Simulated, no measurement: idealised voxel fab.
Documented hereafter: the process module known as voxel self aligned contacts.
Square cell edge 5 nm, section width 205 nm, ID cut.
Cross-section, as written here: a square-cell grid given band by band from the top down, where a band holds one or more rows of cells. Top, bottom (nm), then materials left to right with widths (nm); lone material tagged "full width" fills the whole band edge to edge; "empty" = empty space. Height is counted from the level 0, under which the received wafer is composed throughout of one material. The lowest of the bands is not closed at the bottom but continues downward, in the notation "top 0, no bottom". Top row gets the first number, bottom row gets the second, and each row in between changes by the same step: that is how a band width like "30 to 40" works. For the purposes of this document, the phrase "no alterations made" attached to a step denotes that no cell within the cross-section was modified by that step. Empty spaces counting at least 8 cells and having no open way to the top are listed in "Enclosed void list". The notation width x height at distance is used for each, the distance being from the left edge and all three values in nm. Where a step's line continues beyond its settings, the continuation is a remark by the simulator itself on that step. overlay nm: mask right of planned place by this much (step with mask). Neg. = left.
### Process steps (planned)
step 1: RECEIVE (material Si)
step 2: CONFORMAL_DEP (material SiO2; thk nm 5)
step 3: DIRECTIONAL_DEP (material polySi; thk nm 20)
step 4: DIRECTIONAL_DEP (material SiN; thk nm 15)
step 5: MASKED_ETCH (tone cover; mask id GATE; width nm 30; pitch nm 65; etch materials SiN; depth nm 15; overlay nm 0)
step 6: MASKED_ETCH (tone cover; mask id GATE; width nm 30; pitch nm 65; etch materials polySi; depth nm 20; overlay nm 0)
step 7: CONFORMAL_DEP (material SiN; thk nm 5)
step 8: DIRECTIONAL_ETCH (etch materials SiN; depth nm 5)
step 9: FILL_DEP (material SiO2; thk nm 20)
step 10: CMP (height nm 50)
step 11: DIRECTIONAL_DEP (material aC; thk nm 10)
step 12: PATTERN (tone open; mask id CONTACT; material resist; width nm 45; thk nm 25; overlay nm 0)
step 13: DIRECTIONAL_ETCH (etch materials aC; depth nm 10)
step 14: STRIP (etch materials resist)
step 15: DIRECTIONAL_ETCH (etch materials SiO2; depth nm 50)
step 16: STRIP (etch materials aC)
step 17: CONFORMAL_DEP (material TiN; thk nm 5)
step 18: FILL_DEP (material W; thk nm 10)
step 19: CMP (height nm 50)
step 20: CONFORMAL_DEP (material SiN; thk nm 5)
### Cross-sectional view of the wafer in its as-received condition, corresponding to the state after step 1
- top 0, no bottom = Si full width
- Enclosed void list: none
### End-of-module cross-section of the first of two wafers, processed as planned
- top 55, bottom 50 = SiN full width
- top 50, bottom 40 = SiO2 (80); TiN (5 to 15); W (35 to 15); TiN (5 to 15); SiO2 (80)
- top 40, bottom 25 = SiO2 (50); SiN (40); TiN (5); W (15); TiN (5); SiN (40); SiO2 (50)
- top 25, bottom 5 = SiO2 (50); SiN (5); polySi (30); SiN (5); TiN (5); W (15); TiN (5); SiN (5); polySi (30); SiN (5); SiO2 (50)
- top 5, bottom 0 = SiO2 (90); TiN (25); SiO2 (90)
- top 0, no bottom = Si full width
- Enclosed void list: none
### Cross-sectional view: second of two wafers, end of module; start and plan identical to the first, one mistake in running
- top 55, bottom 50 = SiN full width
- top 50, bottom 40 = W (75 to 45); TiN (5 to 35); SiO2 (45); TiN (5 to 35); W (75 to 45)
- top 40, bottom 25 = W (45); TiN (5); SiN (40); SiO2 (25); SiN (40); TiN (5); W (45)
- top 25, bottom 5 = W (45); TiN (5); SiN (5); polySi (30); SiN (5); SiO2 (25); SiN (5); polySi (30); SiN (5); TiN (5); W (45)
- top 5, bottom 0 = TiN (50); SiO2 (105); TiN (50)
- top 0, no bottom = Si full width
- Enclosed void list: none
Deviation noted in wafer processing: step 12 ran as: PATTERN (tone cover; mask id CONTACT; material resist; width nm 45; thk nm 25; overlay nm 0)
It is noted that, at the conclusion of processing, the second wafer exhibits a higher or lower cell count for certain materials relative to the first: -166 SiO2 | +23 TiN | +143 W
